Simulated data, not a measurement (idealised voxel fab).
process module | voxel transistor to metal
cross-section cut | 280 nm wide | cells 5 nm
A cross-section is a grid of square cells, given in bands from the top down. A band is one or more rows of cells.
Each band's line starts with the height of the band's top and of its bottom, in nm. Then come its materials from left to right, each with its width in nm. One material with "throughout" fills the band from edge to edge. "air" is empty space.
Height 0 is the level under which the wafer as received is all one material. The lowest band goes on downwards, as in "0 down".
A width such as "30 to 40" changes by the same amount from each row of cells to the next, from the band's top row to its bottom row.
"no change" after a step means that no cell of the cross-section changed.
closed voids: empty space of 8 cells or more with no open way to the top, each as width x height at its distance from the left edge, in nm
after a step's settings: what the simulator itself notes on the step
overlay nm, on a step with a mask: how far to the right of its planned place the mask lay; to the left if negative
plan
1 op RECEIVE | material Si
2 op OXIDIZE | depth nm 5
3 op CONFORMAL_DEP | material SiN | thk nm 10
4 op PATTERN | tone cover | mask id ACTIVE | material resist | width nm 110 | pitch nm 130 | thk nm 15 | overlay nm 0
5 op DIRECTIONAL_ETCH | etch materials SiN | depth nm 10
6 op DIRECTIONAL_ETCH | etch materials SiO2 | depth nm 5
7 op DIRECTIONAL_ETCH | etch materials Si | depth nm 35
8 op STRIP | etch materials resist
9 op FILL_DEP | material SiO2 | thk nm 10
10 op CMP | height nm 10
11 op SELECTIVE_ETCH | etch materials SiO2 | depth nm 10
12 op STRIP | etch materials SiN
13 op SELECTIVE_ETCH | etch materials SiO2 | depth nm 5
14 op OXIDIZE | depth nm 5
15 op DIRECTIONAL_DEP | material polySi | thk nm 25
16 op DIRECTIONAL_DEP | material SiCN | thk nm 15
17 op MASKED_ETCH | tone cover | mask id GATE | width nm 30 | pitch nm 130 | etch materials SiCN | depth nm 25 | overlay nm 0
18 op MASKED_ETCH | tone cover | mask id GATE | width nm 30 | pitch nm 130 | etch materials polySi | depth nm 35 | overlay nm 0
19 op CONFORMAL_DEP | material SiN | thk nm 10
20 op DIRECTIONAL_ETCH | etch materials SiN | depth nm 10
21 op DIRECTIONAL_ETCH | etch materials SiO2 | depth nm 5
22 op DIRECTIONAL_ETCH | etch materials Si | depth nm 5
23 op EPI | material nSi | thk nm 5
24 op FILL_DEP | material SiO2 | thk nm 5
25 op CMP | height nm 20
26 op STRIP | etch materials polySi
27 op SELECTIVE_ETCH | etch materials SiO2 | depth nm 5
28 op CONFORMAL_DEP | material HfO2 | thk nm 5
29 op CONFORMAL_DEP | material TiN | thk nm 5
30 op FILL_DEP | material W | thk nm 5
31 op CMP | height nm 15
32 op DIRECTIONAL_DEP | material SiO2 | thk nm 10
33 op PATTERN | tone open | mask id CONTACT | material resist | width nm 15 | thk nm 15 | overlay nm 0
34 op DIRECTIONAL_ETCH | etch materials SiO2 | depth nm 35
35 op STRIP | etch materials resist
36 op CONFORMAL_DEP | material TiN | thk nm 5
37 op FILL_DEP | material W | thk nm 10
38 op CMP | height nm 25
39 op CONFORMAL_DEP | material SiCN | thk nm 5
40 op DIRECTIONAL_DEP | material lowk | thk nm 25
41 op PATTERN | tone open | mask id METAL_1 | material resist | width nm 15 | thk nm 15 | overlay nm 0
42 op DIRECTIONAL_ETCH | etch materials lowk | depth nm 25
43 op DIRECTIONAL_ETCH | etch materials SiCN | depth nm 5
44 op STRIP | etch materials resist
45 op CONFORMAL_DEP | material TiN | thk nm 5
46 op FILL_DEP | material Ru | thk nm 5
47 op CMP | height nm 55
48 op CONFORMAL_DEP | material SiCN | thk nm 5
first wafer, as planned
as received, after step 1
  0 down: Si throughout
  closed voids: none
after step 2
  0 to -5: SiO2 throughout
  below -5: unchanged
after step 3
  10 to 0: SiN throughout
  below 0: unchanged
after step 4
  25 to 10: air 20 | resist 110 | air 20 | resist 110 | air 20
  below 10: unchanged
after step 5
  25 to 10: air 20 | resist 110 | air 20 | resist 110 | air 20
  10 to 0: air 20 | SiN 110 | air 20 | SiN 110 | air 20
  below 0: unchanged
after step 6
  25 to 10: air 20 | resist 110 | air 20 | resist 110 | air 20
  10 to 0: air 20 | SiN 110 | air 20 | SiN 110 | air 20
  0 to -5: air 20 | SiO2 110 | air 20 | SiO2 110 | air 20
  below -5: unchanged
after step 7
  25 to 10: air 20 | resist 110 | air 20 | resist 110 | air 20
  10 to 0: air 20 | SiN 110 | air 20 | SiN 110 | air 20
  0 to -5: air 20 | SiO2 110 | air 20 | SiO2 110 | air 20
  -5 to -40: air 20 | Si 110 | air 20 | Si 110 | air 20
  below -40: unchanged
after step 8
  10 to 0: air 20 | SiN 110 | air 20 | SiN 110 | air 20
  below 0: unchanged
after step 9
  20 to 10: SiO2 throughout
  10 to 0: SiO2 20 | SiN 110 | SiO2 20 | SiN 110 | SiO2 20
  0 to -5: SiO2 throughout
  -5 to -40: SiO2 20 | Si 110 | SiO2 20 | Si 110 | SiO2 20
  below -40: unchanged
after step 10
  10 to 0: SiO2 20 | SiN 110 | SiO2 20 | SiN 110 | SiO2 20
  below 0: unchanged
after step 11
  10 to 0: air 20 | SiN 110 | air 20 | SiN 110 | air 20
  below 0: unchanged
after step 12
  0 to -5: SiO2 throughout
  below -5: unchanged
after step 13
  -5 to -40: SiO2 20 | Si 110 | SiO2 20 | Si 110 | SiO2 20
  below -40: unchanged
after step 14
  -5 to -10: SiO2 throughout
  below -10: unchanged
after step 15
  20 to -5: polySi throughout
  below -5: unchanged
after step 16
  35 to 20: SiCN throughout
  below 20: unchanged
after step 17
  35 to 20: air 60 | SiCN 30 | air 100 | SiCN 30 | air 60
  below 20: unchanged
after step 18
  35 to 20: air 60 | SiCN 30 | air 100 | SiCN 30 | air 60
  20 to -5: air 60 | polySi 30 | air 100 | polySi 30 | air 60
  below -5: unchanged
after step 19
  45 to 35: air 50 | SiN 50 | air 80 | SiN 50 | air 50
  35 to 20: air 50 | SiN 10 | SiCN 30 | SiN 10 | air 80 | SiN 10 | SiCN 30 | SiN 10 | air 50
  20 to 5: air 50 | SiN 10 | polySi 30 | SiN 10 | air 80 | SiN 10 | polySi 30 | SiN 10 | air 50
  5 to -5: SiN 60 | polySi 30 | SiN 100 | polySi 30 | SiN 60
  below -5: unchanged
after step 20
  35 to 20: air 50 | SiN 10 | SiCN 30 | SiN 10 | air 80 | SiN 10 | SiCN 30 | SiN 10 | air 50
  20 to -5: air 50 | SiN 10 | polySi 30 | SiN 10 | air 80 | SiN 10 | polySi 30 | SiN 10 | air 50
  below -5: unchanged
after step 21
  35 to 20: air 50 | SiN 10 | SiCN 30 | SiN 10 | air 80 | SiN 10 | SiCN 30 | SiN 10 | air 50
  20 to -5: air 50 | SiN 10 | polySi 30 | SiN 10 | air 80 | SiN 10 | polySi 30 | SiN 10 | air 50
  -5 to -10: air 50 | SiO2 50 | air 80 | SiO2 50 | air 50
  below -10: unchanged
after step 22
  35 to 20: air 50 | SiN 10 | SiCN 30 | SiN 10 | air 80 | SiN 10 | SiCN 30 | SiN 10 | air 50
  20 to -5: air 50 | SiN 10 | polySi 30 | SiN 10 | air 80 | SiN 10 | polySi 30 | SiN 10 | air 50
  -5 to -10: air 50 | SiO2 50 | air 80 | SiO2 50 | air 50
  -10 to -15: SiO2 20 | air 30 | Si 50 | air 30 | SiO2 20 | air 30 | Si 50 | air 30 | SiO2 20
  below -15: unchanged
after step 23
  35 to 20: air 50 | SiN 10 | SiCN 30 | SiN 10 | air 80 | SiN 10 | SiCN 30 | SiN 10 | air 50
  20 to -5: air 50 | SiN 10 | polySi 30 | SiN 10 | air 80 | SiN 10 | polySi 30 | SiN 10 | air 50
  -5 to -10: air 45 | nSi 5 | SiO2 50 | nSi 5 | air 70 | nSi 5 | SiO2 50 | nSi 5 | air 45
  -10 to -15: SiO2 20 | nSi 30 | Si 50 | nSi 30 | SiO2 20 | nSi 30 | Si 50 | nSi 30 | SiO2 20
  below -15: unchanged
after step 24
  40 to 35: SiO2 throughout
  35 to 20: SiO2 50 | SiN 10 | SiCN 30 | SiN 10 | SiO2 80 | SiN 10 | SiCN 30 | SiN 10 | SiO2 50
  20 to -5: SiO2 50 | SiN 10 | polySi 30 | SiN 10 | SiO2 80 | SiN 10 | polySi 30 | SiN 10 | SiO2 50
  -5 to -10: SiO2 45 | nSi 5 | SiO2 50 | nSi 5 | SiO2 70 | nSi 5 | SiO2 50 | nSi 5 | SiO2 45
  below -10: unchanged
after step 25
  20 to -5: SiO2 50 | SiN 10 | polySi 30 | SiN 10 | SiO2 80 | SiN 10 | polySi 30 | SiN 10 | SiO2 50
  below -5: unchanged
after step 26
  20 to -5: SiO2 50 | SiN 10 | air 30 | SiN 10 | SiO2 80 | SiN 10 | air 30 | SiN 10 | SiO2 50
  below -5: unchanged
after step 27
  20 to 15: air 50 | SiN 10 | air 30 | SiN 10 | air 80 | SiN 10 | air 30 | SiN 10 | air 50
  15 to -5: SiO2 50 | SiN 10 | air 30 | SiN 10 | SiO2 80 | SiN 10 | air 30 | SiN 10 | SiO2 50
  -5 to -10: SiO2 45 | nSi 5 | SiO2 5 | air 40 | SiO2 5 | nSi 5 | SiO2 70 | nSi 5 | SiO2 5 | air 40 | SiO2 5 | nSi 5 | SiO2 45
  below -10: unchanged
after step 28
  25 to 20: air 45 | HfO2 20 | air 20 | HfO2 20 | air 70 | HfO2 20 | air 20 | HfO2 20 | air 45
  20 to 15: HfO2 50 | SiN 10 | HfO2 5 | air 20 | HfO2 5 | SiN 10 | HfO2 80 | SiN 10 | HfO2 5 | air 20 | HfO2 5 | SiN 10 | HfO2 50
  15 to -5: SiO2 50 | SiN 10 | HfO2 5 | air 20 | HfO2 5 | SiN 10 | SiO2 80 | SiN 10 | HfO2 5 | air 20 | HfO2 5 | SiN 10 | SiO2 50
  -5 to -10: SiO2 45 | nSi 5 | SiO2 5 | HfO2 40 | SiO2 5 | nSi 5 | SiO2 70 | nSi 5 | SiO2 5 | HfO2 40 | SiO2 5 | nSi 5 | SiO2 45
  below -10: unchanged
after step 29
  30 to 25: air 40 | TiN 30 | air 10 | TiN 30 | air 60 | TiN 30 | air 10 | TiN 30 | air 40
  25 to 20: TiN 45 | HfO2 20 | TiN 5 | air 10 | TiN 5 | HfO2 20 | TiN 70 | HfO2 20 | TiN 5 | air 10 | TiN 5 | HfO2 20 | TiN 45
  20 to 15: HfO2 50 | SiN 10 | HfO2 5 | TiN 5 | air 10 | TiN 5 | HfO2 5 | SiN 10 | HfO2 80 | SiN 10 | HfO2 5 | TiN 5 | air 10 | TiN 5 | HfO2 5 | SiN 10 | HfO2 50
  15 to 0: SiO2 50 | SiN 10 | HfO2 5 | TiN 5 | air 10 | TiN 5 | HfO2 5 | SiN 10 | SiO2 80 | SiN 10 | HfO2 5 | TiN 5 | air 10 | TiN 5 | HfO2 5 | SiN 10 | SiO2 50
  0 to -5: SiO2 50 | SiN 10 | HfO2 5 | TiN 20 | HfO2 5 | SiN 10 | SiO2 80 | SiN 10 | HfO2 5 | TiN 20 | HfO2 5 | SiN 10 | SiO2 50
  below -5: unchanged
after step 30
  35 to 30: W throughout
  30 to 25: W 40 | TiN 30 | W 10 | TiN 30 | W 60 | TiN 30 | W 10 | TiN 30 | W 40
  25 to 20: TiN 45 | HfO2 20 | TiN 5 | W 10 | TiN 5 | HfO2 20 | TiN 70 | HfO2 20 | TiN 5 | W 10 | TiN 5 | HfO2 20 | TiN 45
  20 to 15: HfO2 50 | SiN 10 | HfO2 5 | TiN 5 | W 10 | TiN 5 | HfO2 5 | SiN 10 | HfO2 80 | SiN 10 | HfO2 5 | TiN 5 | W 10 | TiN 5 | HfO2 5 | SiN 10 | HfO2 50
  15 to 0: SiO2 50 | SiN 10 | HfO2 5 | TiN 5 | W 10 | TiN 5 | HfO2 5 | SiN 10 | SiO2 80 | SiN 10 | HfO2 5 | TiN 5 | W 10 | TiN 5 | HfO2 5 | SiN 10 | SiO2 50
  below 0: unchanged
after step 31
  15 to 0: SiO2 50 | SiN 10 | HfO2 5 | TiN 5 | W 10 | TiN 5 | HfO2 5 | SiN 10 | SiO2 80 | SiN 10 | HfO2 5 | TiN 5 | W 10 | TiN 5 | HfO2 5 | SiN 10 | SiO2 50
  below 0: unchanged
after step 32
  25 to 15: SiO2 throughout
  below 15: unchanged
after step 33
  40 to 25: resist 30 | air 15 | resist 60 | air 15 | resist 40 | air 15 | resist 60 | air 15 | resist 30
  below 25: unchanged
after step 34
  40 to 25: resist 30 | air 15 | resist 60 | air 15 | resist 40 | air 15 | resist 60 | air 15 | resist 30
  25 to 15: SiO2 30 | air 15 | SiO2 60 | air 15 | SiO2 40 | air 15 | SiO2 60 | air 15 | SiO2 30
  15 to 0: SiO2 30 | air 15 | SiO2 5 | SiN 10 | HfO2 5 | TiN 5 | W 10 | TiN 5 | HfO2 5 | SiN 10 | SiO2 5 | air 15 | SiO2 40 | air 15 | SiO2 5 | SiN 10 | HfO2 5 | TiN 5 | W 10 | TiN 5 | HfO2 5 | SiN 10 | SiO2 5 | air 15 | SiO2 30
  0 to -5: SiO2 30 | air 15 | SiO2 5 | SiN 10 | HfO2 5 | TiN 20 | HfO2 5 | SiN 10 | SiO2 5 | air 15 | SiO2 40 | air 15 | SiO2 5 | SiN 10 | HfO2 5 | TiN 20 | HfO2 5 | SiN 10 | SiO2 5 | air 15 | SiO2 30
  -5 to -10: SiO2 30 | air 15 | nSi 5 | SiO2 5 | HfO2 40 | SiO2 5 | nSi 5 | air 15 | SiO2 40 | air 15 | nSi 5 | SiO2 5 | HfO2 40 | SiO2 5 | nSi 5 | air 15 | SiO2 30
  below -10: unchanged
after step 35
  25 to 15: SiO2 30 | air 15 | SiO2 60 | air 15 | SiO2 40 | air 15 | SiO2 60 | air 15 | SiO2 30
  below 15: unchanged
after step 36
  30 to 25: TiN 35 | air 5 | TiN 70 | air 5 | TiN 50 | air 5 | TiN 70 | air 5 | TiN 35
  25 to 15: SiO2 30 | TiN 5 | air 5 | TiN 5 | SiO2 60 | TiN 5 | air 5 | TiN 5 | SiO2 40 | TiN 5 | air 5 | TiN 5 | SiO2 60 | TiN 5 | air 5 | TiN 5 | SiO2 30
  15 to 0: SiO2 30 | TiN 5 | air 5 | TiN 5 | SiO2 5 | SiN 10 | HfO2 5 | TiN 5 | W 10 | TiN 5 | HfO2 5 | SiN 10 | SiO2 5 | TiN 5 | air 5 | TiN 5 | SiO2 40 | TiN 5 | air 5 | TiN 5 | SiO2 5 | SiN 10 | HfO2 5 | TiN 5 | W 10 | TiN 5 | HfO2 5 | SiN 10 | SiO2 5 | TiN 5 | air 5 | TiN 5 | SiO2 30
  0 to -5: SiO2 30 | TiN 5 | air 5 | TiN 5 | SiO2 5 | SiN 10 | HfO2 5 | TiN 20 | HfO2 5 | SiN 10 | SiO2 5 | TiN 5 | air 5 | TiN 5 | SiO2 40 | TiN 5 | air 5 | TiN 5 | SiO2 5 | SiN 10 | HfO2 5 | TiN 20 | HfO2 5 | SiN 10 | SiO2 5 | TiN 5 | air 5 | TiN 5 | SiO2 30
  -5 to -10: SiO2 30 | TiN 15 | nSi 5 | SiO2 5 | HfO2 40 | SiO2 5 | nSi 5 | TiN 15 | SiO2 40 | TiN 15 | nSi 5 | SiO2 5 | HfO2 40 | SiO2 5 | nSi 5 | TiN 15 | SiO2 30
  below -10: unchanged
after step 37
  40 to 30: W throughout
  30 to 25: TiN 35 | W 5 | TiN 70 | W 5 | TiN 50 | W 5 | TiN 70 | W 5 | TiN 35
  25 to 15: SiO2 30 | TiN 5 | W 5 | TiN 5 | SiO2 60 | TiN 5 | W 5 | TiN 5 | SiO2 40 | TiN 5 | W 5 | TiN 5 | SiO2 60 | TiN 5 | W 5 | TiN 5 | SiO2 30
  15 to 0: SiO2 30 | TiN 5 | W 5 | TiN 5 | SiO2 5 | SiN 10 | HfO2 5 | TiN 5 | W 10 | TiN 5 | HfO2 5 | SiN 10 | SiO2 5 | TiN 5 | W 5 | TiN 5 | SiO2 40 | TiN 5 | W 5 | TiN 5 | SiO2 5 | SiN 10 | HfO2 5 | TiN 5 | W 10 | TiN 5 | HfO2 5 | SiN 10 | SiO2 5 | TiN 5 | W 5 | TiN 5 | SiO2 30
  0 to -5: SiO2 30 | TiN 5 | W 5 | TiN 5 | SiO2 5 | SiN 10 | HfO2 5 | TiN 20 | HfO2 5 | SiN 10 | SiO2 5 | TiN 5 | W 5 | TiN 5 | SiO2 40 | TiN 5 | W 5 | TiN 5 | SiO2 5 | SiN 10 | HfO2 5 | TiN 20 | HfO2 5 | SiN 10 | SiO2 5 | TiN 5 | W 5 | TiN 5 | SiO2 30
  below -5: unchanged
after step 38
  25 to 15: SiO2 30 | TiN 5 | W 5 | TiN 5 | SiO2 60 | TiN 5 | W 5 | TiN 5 | SiO2 40 | TiN 5 | W 5 | TiN 5 | SiO2 60 | TiN 5 | W 5 | TiN 5 | SiO2 30
  below 15: unchanged
after step 39
  30 to 25: SiCN throughout
  below 25: unchanged
after step 40
  55 to 30: lowk throughout
  below 30: unchanged
after step 41
  70 to 55: resist 30 | air 15 | resist 60 | air 15 | resist 40 | air 15 | resist 60 | air 15 | resist 30
  below 55: unchanged
after step 42
  70 to 55: resist 30 | air 15 | resist 60 | air 15 | resist 40 | air 15 | resist 60 | air 15 | resist 30
  55 to 30: lowk 30 | air 15 | lowk 60 | air 15 | lowk 40 | air 15 | lowk 60 | air 15 | lowk 30
  below 30: unchanged
after step 43
  70 to 55: resist 30 | air 15 | resist 60 | air 15 | resist 40 | air 15 | resist 60 | air 15 | resist 30
  55 to 30: lowk 30 | air 15 | lowk 60 | air 15 | lowk 40 | air 15 | lowk 60 | air 15 | lowk 30
  30 to 25: SiCN 30 | air 15 | SiCN 60 | air 15 | SiCN 40 | air 15 | SiCN 60 | air 15 | SiCN 30
  below 25: unchanged
after step 44
  55 to 30: lowk 30 | air 15 | lowk 60 | air 15 | lowk 40 | air 15 | lowk 60 | air 15 | lowk 30
  below 30: unchanged
after step 45
  60 to 55: TiN 35 | air 5 | TiN 70 | air 5 | TiN 50 | air 5 | TiN 70 | air 5 | TiN 35
  55 to 30: lowk 30 | TiN 5 | air 5 | TiN 5 | lowk 60 | TiN 5 | air 5 | TiN 5 | lowk 40 | TiN 5 | air 5 | TiN 5 | lowk 60 | TiN 5 | air 5 | TiN 5 | lowk 30
  30 to 25: SiCN 30 | TiN 15 | SiCN 60 | TiN 15 | SiCN 40 | TiN 15 | SiCN 60 | TiN 15 | SiCN 30
  below 25: unchanged
after step 46
  65 to 60: Ru throughout
  60 to 55: TiN 35 | Ru 5 | TiN 70 | Ru 5 | TiN 50 | Ru 5 | TiN 70 | Ru 5 | TiN 35
  55 to 30: lowk 30 | TiN 5 | Ru 5 | TiN 5 | lowk 60 | TiN 5 | Ru 5 | TiN 5 | lowk 40 | TiN 5 | Ru 5 | TiN 5 | lowk 60 | TiN 5 | Ru 5 | TiN 5 | lowk 30
  below 30: unchanged
after step 47
  55 to 30: lowk 30 | TiN 5 | Ru 5 | TiN 5 | lowk 60 | TiN 5 | Ru 5 | TiN 5 | lowk 40 | TiN 5 | Ru 5 | TiN 5 | lowk 60 | TiN 5 | Ru 5 | TiN 5 | lowk 30
  below 30: unchanged
after step 48
  60 to 55: SiCN throughout
  below 55: unchanged
second wafer: like start, like plan, one mistake. Through step 27 it matches the first wafer
when step 28 should have ended: no change
when step 29 should have ended
  25 to 20: air 45 | TiN 20 | air 20 | TiN 20 | air 70 | TiN 20 | air 20 | TiN 20 | air 45
  20 to 15: TiN 50 | SiN 10 | TiN 5 | air 20 | TiN 5 | SiN 10 | TiN 80 | SiN 10 | TiN 5 | air 20 | TiN 5 | SiN 10 | TiN 50
  15 to -5: SiO2 50 | SiN 10 | TiN 5 | air 20 | TiN 5 | SiN 10 | SiO2 80 | SiN 10 | TiN 5 | air 20 | TiN 5 | SiN 10 | SiO2 50
  -5 to -10: SiO2 45 | nSi 5 | SiO2 5 | TiN 40 | SiO2 5 | nSi 5 | SiO2 70 | nSi 5 | SiO2 5 | TiN 40 | SiO2 5 | nSi 5 | SiO2 45
  below -10: unchanged
when step 30 should have ended
  30 to 25: W throughout
  25 to 20: W 45 | TiN 20 | W 20 | TiN 20 | W 70 | TiN 20 | W 20 | TiN 20 | W 45
  20 to 15: TiN 50 | SiN 10 | TiN 5 | W 20 | TiN 5 | SiN 10 | TiN 80 | SiN 10 | TiN 5 | W 20 | TiN 5 | SiN 10 | TiN 50
  15 to -5: SiO2 50 | SiN 10 | TiN 5 | W 20 | TiN 5 | SiN 10 | SiO2 80 | SiN 10 | TiN 5 | W 20 | TiN 5 | SiN 10 | SiO2 50
  below -5: unchanged
when step 31 should have ended
  15 to -5: SiO2 50 | SiN 10 | TiN 5 | W 20 | TiN 5 | SiN 10 | SiO2 80 | SiN 10 | TiN 5 | W 20 | TiN 5 | SiN 10 | SiO2 50
  below -5: unchanged
when step 32 should have ended
  25 to 15: SiO2 throughout
  below 15: unchanged
when step 33 should have ended
  40 to 25: resist 30 | air 15 | resist 60 | air 15 | resist 40 | air 15 | resist 60 | air 15 | resist 30
  below 25: unchanged
when step 34 should have ended
  40 to 25: resist 30 | air 15 | resist 60 | air 15 | resist 40 | air 15 | resist 60 | air 15 | resist 30
  25 to 15: SiO2 30 | air 15 | SiO2 60 | air 15 | SiO2 40 | air 15 | SiO2 60 | air 15 | SiO2 30
  15 to -5: SiO2 30 | air 15 | SiO2 5 | SiN 10 | TiN 5 | W 20 | TiN 5 | SiN 10 | SiO2 5 | air 15 | SiO2 40 | air 15 | SiO2 5 | SiN 10 | TiN 5 | W 20 | TiN 5 | SiN 10 | SiO2 5 | air 15 | SiO2 30
  -5 to -10: SiO2 30 | air 15 | nSi 5 | SiO2 5 | TiN 40 | SiO2 5 | nSi 5 | air 15 | SiO2 40 | air 15 | nSi 5 | SiO2 5 | TiN 40 | SiO2 5 | nSi 5 | air 15 | SiO2 30
  below -10: unchanged
when step 35 should have ended
  25 to 15: SiO2 30 | air 15 | SiO2 60 | air 15 | SiO2 40 | air 15 | SiO2 60 | air 15 | SiO2 30
  below 15: unchanged
when step 36 should have ended
  30 to 25: TiN 35 | air 5 | TiN 70 | air 5 | TiN 50 | air 5 | TiN 70 | air 5 | TiN 35
  25 to 15: SiO2 30 | TiN 5 | air 5 | TiN 5 | SiO2 60 | TiN 5 | air 5 | TiN 5 | SiO2 40 | TiN 5 | air 5 | TiN 5 | SiO2 60 | TiN 5 | air 5 | TiN 5 | SiO2 30
  15 to -5: SiO2 30 | TiN 5 | air 5 | TiN 5 | SiO2 5 | SiN 10 | TiN 5 | W 20 | TiN 5 | SiN 10 | SiO2 5 | TiN 5 | air 5 | TiN 5 | SiO2 40 | TiN 5 | air 5 | TiN 5 | SiO2 5 | SiN 10 | TiN 5 | W 20 | TiN 5 | SiN 10 | SiO2 5 | TiN 5 | air 5 | TiN 5 | SiO2 30
  -5 to -10: SiO2 30 | TiN 15 | nSi 5 | SiO2 5 | TiN 40 | SiO2 5 | nSi 5 | TiN 15 | SiO2 40 | TiN 15 | nSi 5 | SiO2 5 | TiN 40 | SiO2 5 | nSi 5 | TiN 15 | SiO2 30
  below -10: unchanged
when step 37 should have ended
  40 to 30: W throughout
  30 to 25: TiN 35 | W 5 | TiN 70 | W 5 | TiN 50 | W 5 | TiN 70 | W 5 | TiN 35
  25 to 15: SiO2 30 | TiN 5 | W 5 | TiN 5 | SiO2 60 | TiN 5 | W 5 | TiN 5 | SiO2 40 | TiN 5 | W 5 | TiN 5 | SiO2 60 | TiN 5 | W 5 | TiN 5 | SiO2 30
  15 to -5: SiO2 30 | TiN 5 | W 5 | TiN 5 | SiO2 5 | SiN 10 | TiN 5 | W 20 | TiN 5 | SiN 10 | SiO2 5 | TiN 5 | W 5 | TiN 5 | SiO2 40 | TiN 5 | W 5 | TiN 5 | SiO2 5 | SiN 10 | TiN 5 | W 20 | TiN 5 | SiN 10 | SiO2 5 | TiN 5 | W 5 | TiN 5 | SiO2 30
  below -5: unchanged
when step 38 should have ended
  25 to 15: SiO2 30 | TiN 5 | W 5 | TiN 5 | SiO2 60 | TiN 5 | W 5 | TiN 5 | SiO2 40 | TiN 5 | W 5 | TiN 5 | SiO2 60 | TiN 5 | W 5 | TiN 5 | SiO2 30
  below 15: unchanged
when step 39 should have ended
  30 to 25: SiCN throughout
  below 25: unchanged
when step 40 should have ended
  55 to 30: lowk throughout
  below 30: unchanged
when step 41 should have ended
  70 to 55: resist 30 | air 15 | resist 60 | air 15 | resist 40 | air 15 | resist 60 | air 15 | resist 30
  below 55: unchanged
when step 42 should have ended
  70 to 55: resist 30 | air 15 | resist 60 | air 15 | resist 40 | air 15 | resist 60 | air 15 | resist 30
  55 to 30: lowk 30 | air 15 | lowk 60 | air 15 | lowk 40 | air 15 | lowk 60 | air 15 | lowk 30
  below 30: unchanged
when step 43 should have ended
  70 to 55: resist 30 | air 15 | resist 60 | air 15 | resist 40 | air 15 | resist 60 | air 15 | resist 30
  55 to 30: lowk 30 | air 15 | lowk 60 | air 15 | lowk 40 | air 15 | lowk 60 | air 15 | lowk 30
  30 to 25: SiCN 30 | air 15 | SiCN 60 | air 15 | SiCN 40 | air 15 | SiCN 60 | air 15 | SiCN 30
  below 25: unchanged
when step 44 should have ended
  55 to 30: lowk 30 | air 15 | lowk 60 | air 15 | lowk 40 | air 15 | lowk 60 | air 15 | lowk 30
  below 30: unchanged
when step 45 should have ended
  60 to 55: TiN 35 | air 5 | TiN 70 | air 5 | TiN 50 | air 5 | TiN 70 | air 5 | TiN 35
  55 to 30: lowk 30 | TiN 5 | air 5 | TiN 5 | lowk 60 | TiN 5 | air 5 | TiN 5 | lowk 40 | TiN 5 | air 5 | TiN 5 | lowk 60 | TiN 5 | air 5 | TiN 5 | lowk 30
  30 to 25: SiCN 30 | TiN 15 | SiCN 60 | TiN 15 | SiCN 40 | TiN 15 | SiCN 60 | TiN 15 | SiCN 30
  below 25: unchanged
when step 46 should have ended
  65 to 60: Ru throughout
  60 to 55: TiN 35 | Ru 5 | TiN 70 | Ru 5 | TiN 50 | Ru 5 | TiN 70 | Ru 5 | TiN 35
  55 to 30: lowk 30 | TiN 5 | Ru 5 | TiN 5 | lowk 60 | TiN 5 | Ru 5 | TiN 5 | lowk 40 | TiN 5 | Ru 5 | TiN 5 | lowk 60 | TiN 5 | Ru 5 | TiN 5 | lowk 30
  below 30: unchanged
when step 47 should have ended
  55 to 30: lowk 30 | TiN 5 | Ru 5 | TiN 5 | lowk 60 | TiN 5 | Ru 5 | TiN 5 | lowk 40 | TiN 5 | Ru 5 | TiN 5 | lowk 60 | TiN 5 | Ru 5 | TiN 5 | lowk 30
  below 30: unchanged
when step 48 should have ended
  60 to 55: SiCN throughout
  below 55: unchanged
what went wrong: step 28 was left out
at the end the second wafer has, in cells: 32 fewer of HfO2 | 12 more of TiN | 20 more of W
